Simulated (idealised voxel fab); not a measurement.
Title: Process Module voxel self aligned vias
This is section cut - it's 145 nm across, gridded in 5 nm square cells.
The cross-sections in this document take the form of a grid made of square cells. They are written out as bands, in order from top to bottom. Each band consists of one or more rows of cells. Band: top height; bottom height; in nm. Then, left to right: material with width in nm, for each material. "all across": a single material spanning edge to edge. "air": empty space. Counting heights begins at 0, where everything beneath is, in the wafer as received, one material. The lowest band has no bottom; it goes on downwards, as "0 nm and below" shows. Quick explanation for "30 to 40": the width changes in equal steps down the rows of cells, from the first number in the band's top row to the second number in its bottom row. Basically "no modification" means that step didn't change any cell in the cross-section. Heads up: "Unvented internal voids" only lists the empty pockets with no open path to the top that are 8 cells or more, and it writes them as width x height at distance, distance from the left edge, in nm. On each step's line, the part that comes after the settings is the simulator's own comment on the step. Regarding "overlay nm": on a step with a mask, it is the distance the mask lay to the right of its planned place; a negative value places it to the left.

Process steps - plan
1: RECEIVE | material Si
2: CONFORMAL_DEP | material SiO2 | thk nm 15
3: CONFORMAL_DEP | material SiCN | thk nm 5
4: DIRECTIONAL_DEP | material lowk | thk nm 25
5: MASKED_ETCH | tone open | mask id LINES | width nm 25 | pitch nm 65 | etch materials lowk | depth nm 25 | overlay nm 0
6: CONFORMAL_DEP | material TiN | thk nm 5
7: FILL_DEP | material Ru | thk nm 5
8: CMP | height nm 45
9: SELECTIVE_ETCH | etch materials W Ru TiN | depth nm 10
10: FILL_DEP | material SiN | thk nm 5
11: CMP | height nm 45
12: DIRECTIONAL_DEP | material lowk | thk nm 20
13: DIRECTIONAL_DEP | material aC | thk nm 15
14: PATTERN | tone open | mask id VIAS | material resist | width nm 35 | thk nm 35 | overlay nm 0
15: DIRECTIONAL_ETCH | etch materials aC | depth nm 15
16: STRIP | etch materials resist
17: DIRECTIONAL_ETCH | etch materials lowk | depth nm 20
18: DIRECTIONAL_ETCH | etch materials SiN | depth nm 10
19: STRIP | etch materials aC
20: CONFORMAL_DEP | material TiN | thk nm 5
21: FILL_DEP | material W | thk nm 10
22: CMP | height nm 65
23: CONFORMAL_DEP | material SiN | thk nm 5
It is noted that the wafers described herein are identical at the outset and are distinguished by the width nm of step 14; the value stated in the plan corresponds to the first wafer.

First of several wafers (as received, post step 1), cross-sectional view
- 0 nm and below: Si all across
- Unvented internal voids: none

Where each wafer stands at the end of the module, a row apiece: cells of each material gained (+) or lost (-) since it was received, then closed voids
width nm 35, +12 Ru, +29 SiCN, +39 SiN, +87 SiO2, +35 TiN, +21 W, +183 lowk, Unvented internal voids: none
width nm 40, +12 Ru, +29 SiCN, +39 SiN, +87 SiO2, +36 TiN, +24 W, +179 lowk, Unvented internal voids: none
width nm 45, +12 Ru, +29 SiCN, +39 SiN, +87 SiO2, +37 TiN, +27 W, +175 lowk, Unvented internal voids: none
width nm 50, +12 Ru, +29 SiCN, +39 SiN, +87 SiO2, +38 TiN, +30 W, +171 lowk, Unvented internal voids: none
